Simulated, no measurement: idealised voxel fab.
process module | voxel local oxidation
Square cell edge 5 nm, section width 150 nm, ID cut.
Each cross-section below is a grid of square cells, stated as bands in top-down order, with one or more rows of cells making up each band.
In this notation a band is specified by the heights of its top and bottom, in that order and in nm, after which its materials appear from left to right, each paired with its width in nm. The word "throughout" attached to a single material means that material fills the band from edge to edge; the word "blank" stands for empty space.
Heights are reckoned from 0. Under this level, the received wafer is all of one material. The bottommost band is open-ended downward, for example "top 0, no bottom".
The two numbers in a width such as "30 to 40" mark its ends across the band: the first belongs to the top row of cells, the second to the bottom row, and from each row to the next the width moves by the same amount.
"all unchanged", as given for a step, is the statement that not any cell of the cross-section underwent a change during that step.
The label "Unvented cavities" introduces a list of the empty spaces, 8 cells or larger, that have no open way up to the top; each entry in it reads width x height at distance, where the distance is taken from the left edge and all three are stated in nm.
Where a step's line continues beyond its settings, the continuation is a remark by the simulator itself on that step.
For masked steps, "overlay nm" on the step line gives how far right of plan the mask actually lay; a minus sign means it lay to the left.

Process steps foreseen in the plan
- 1: RECEIVE | material Si
- 2: CONFORMAL_DEP | material SiO2 | thk nm 5
- 3: CONFORMAL_DEP | material SiN | thk nm 10
- 4: MASKED_ETCH | tone cover | mask id ACTIVE | width nm 90 | etch materials SiN | depth nm 10 | overlay nm 0
- 5: SELECTIVE_ETCH | etch materials SiO2 | depth nm 5
- 6: OXIDIZE | depth nm 5
- 7: STRIP | etch materials SiN
Split variable: depth nm, step 6. Plan value = first wafer. Wafers start alike.

The first of several wafers, as received after step 1, seen in section
top 0, no bottom: Si throughout
Unvented cavities: none

Cross-section of the first of several wafers once the module has run through its last step, step 7
top 5, bottom 0: blank: 35  SiO2: 80  blank: 35
top 0, bottom -5: SiO2: 40  Si: 70  SiO2: 40
top -5, no bottom: Si throughout
Unvented cavities: none

Cross-sectional depiction of the last of several wafers upon completion of the module
top 5, bottom 0: blank: 35  SiO2: 80  blank: 35
top 0, bottom -30: SiO2: 65  Si: 20  SiO2: 65
top -30, no bottom: Si throughout
Unvented cavities: none

Below is a per-wafer table. In it, each row describes the wafer at the end of the module by giving, for each material, the number of cells gained (+) or lost (-) since the wafer was received, and after that the closed voids of the wafer
depth nm 5 | -16 Si | +32 SiO2 | Unvented cavities: none
depth nm 10 | -36 Si | +52 SiO2 | Unvented cavities: none
depth nm 15 | -60 Si | +76 SiO2 | Unvented cavities: none
depth nm 20 | -88 Si | +104 SiO2 | Unvented cavities: none
depth nm 25 | -120 Si | +136 SiO2 | Unvented cavities: none
depth nm 30 | -156 Si | +172 SiO2 | Unvented cavities: none
